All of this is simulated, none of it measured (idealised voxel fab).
Herein follows the process module entitled voxel gate over fins.
The cross-section shown here is cut; it is 195 nm wide and divided into square cells measuring 5 nm on a side.
The cross-sections in this document take the form of a grid made of square cells. They are written out as bands, in order from top to bottom. Each band consists of one or more rows of cells.
Heads up on the band format: heights come first, top then bottom, in nm. After that it's the materials left to right, each with its width in nm. A single material flagged "throughout" fills the whole band edge to edge, and "empty" means there's empty space there.
We count height from 0. Below that, the starting wafer is all one material. The lowest band never ends at the bottom but goes on down; see "0 nm and below" for how that is written.
Think of "30->40" as a width that walks from the first number to the second as you go down the band, top row to bottom row, taking equal-sized steps from row to row.
Step note "changes: none" = no cross-section cell changed.
In "Enclosed void catalog" the enclosed voids are listed, meaning empty spaces of 8 cells or larger without any opening to the top. The form is width x height at distance, distance from the left edge, units nm.
Step line, after settings: the simulator's comment on this step.
The "overlay nm" setting may appear on a step's line; for a step that uses a mask, it gives how far to the right of its planned position the mask lay, and a negative value indicates the left.
# Set out below are the planned steps of the process
| 1 | op RECEIVE | material Si |
| 2 | op CONFORMAL_DEP | material SiN | thk nm 5 |
| 3 | op DIRECTIONAL_DEP | material aC | thk nm 10 |
| 4 | op PATTERN | tone cover | mask id FINS | material resist | width nm 15 | pitch nm 40 | thk nm 25 | overlay nm -15 |
| 5 | op DIRECTIONAL_ETCH | etch materials aC | depth nm 10 |
| 6 | op STRIP | etch materials resist |
| 7 | op DIRECTIONAL_ETCH | etch materials SiN | depth nm 5 |
| 8 | op DIRECTIONAL_ETCH | etch materials Si | depth nm 40 |
| 9 | op STRIP | etch materials aC |
| 10 | op OXIDIZE | depth nm 5 |
| 11 | op FILL_DEP | material SiO2 | thk nm 15 |
| 12 | op CMP | height nm 5 |
| 13 | op SELECTIVE_ETCH | etch materials SiO2 | depth nm 15 |
| 14 | op STRIP | etch materials SiN |
| 15 | op CONFORMAL_DEP | material HfO2 | thk nm 5 |
| 16 | op CONFORMAL_DEP | material TiN | thk nm 5 |
| 17 | op CONFORMAL_DEP | material TiAl | thk nm 5 |
| 18 | op CONFORMAL_DEP | material TiN | thk nm 5 |
| 19 | op FILL_DEP | material W | thk nm 10 |
| 20 | op CMP | height nm 25 |
| 21 | op CONFORMAL_DEP | material SiN | thk nm 10 |
The value of overlay nm given for step 4 in the plan refers to the first wafer; the wafers vary in this setting and are alike at the start.
# First of several wafers (as received, post step 1), cross-sectional view
* 0 nm and below | Si throughout
* Enclosed void catalog: none
# The cross-section of the first of several wafers is given below for the end of the module, after its final step, step 21
* 35 nm to 25 nm | SiN throughout
* 25 nm to 20 nm | W throughout
* 20 nm to 15 nm | W 40  TiN 85  W 70
* 15 nm to 10 nm | W 40  TiN 5  TiAl 35  TiN 5  TiAl 35  TiN 5  W 70
* 10 nm to 5 nm | TiN 45  TiAl 5  TiN 25  TiAl 5  TiN 5  TiAl 5  TiN 25  TiAl 5  TiN 75
* 5 nm to 0 nm | TiAl 50  TiN 5  HfO2 15  TiN 5  TiAl 15  TiN 5  HfO2 15  TiN 5  TiAl 80
* 0 nm to -5 nm | TiN 55  HfO2 5  Si 5  HfO2 5  TiN 25  HfO2 5  Si 5  HfO2 5  TiN 85
* -5 nm to -10 nm | HfO2 60  Si 5  HfO2 35  Si 5  HfO2 90
* -10 nm to -45 nm | SiO2 60  Si 5  SiO2 35  Si 5  SiO2 90
* -45 nm and below | Si throughout
* Enclosed void catalog: none
# The module's end: a cross-section of the last wafer
* 35 nm to 25 nm | SiN throughout
* 25 nm to 20 nm | W throughout
* 20 nm to 15 nm | W 70  TiN 85  W 40
* 15 nm to 10 nm | W 70  TiN 5  TiAl 35  TiN 5  TiAl 35  TiN 5  W 40
* 10 nm to 5 nm | TiN 75  TiAl 5  TiN 25  TiAl 5  TiN 5  TiAl 5  TiN 25  TiAl 5  TiN 45
* 5 nm to 0 nm | TiAl 80  TiN 5  HfO2 15  TiN 5  TiAl 15  TiN 5  HfO2 15  TiN 5  TiAl 50
* 0 nm to -5 nm | TiN 85  HfO2 5  Si 5  HfO2 5  TiN 25  HfO2 5  Si 5  HfO2 5  TiN 55
* -5 nm to -10 nm | HfO2 90  Si 5  HfO2 35  Si 5  HfO2 60
* -10 nm to -45 nm | SiO2 90  Si 5  SiO2 35  Si 5  SiO2 60
* -45 nm and below | Si throughout
* Enclosed void catalog: none
# Row per wafer, end-of-module: cell gain (+)/loss (-) by material since the wafer came in, then closed voids
overlay nm -15, +47 HfO2, -333 Si, +78 SiN, +259 SiO2, +47 TiAl, +92 TiN, +83 W, Enclosed void catalog: none
overlay nm -10, +47 HfO2, -333 Si, +78 SiN, +259 SiO2, +47 TiAl, +92 TiN, +83 W, Enclosed void catalog: none
overlay nm -5, +47 HfO2, -333 Si, +78 SiN, +259 SiO2, +47 TiAl, +92 TiN, +83 W, Enclosed void catalog: none
overlay nm 0, +47 HfO2, -333 Si, +78 SiN, +259 SiO2, +47 TiAl, +92 TiN, +83 W, Enclosed void catalog: none
overlay nm 5, +47 HfO2, -333 Si, +78 SiN, +259 SiO2, +47 TiAl, +92 TiN, +83 W, Enclosed void catalog: none
overlay nm 10, +47 HfO2, -333 Si, +78 SiN, +259 SiO2, +47 TiAl, +92 TiN, +83 W, Enclosed void catalog: none
overlay nm 15, +47 HfO2, -333 Si, +78 SiN, +259 SiO2, +47 TiAl, +92 TiN, +83 W, Enclosed void catalog: none
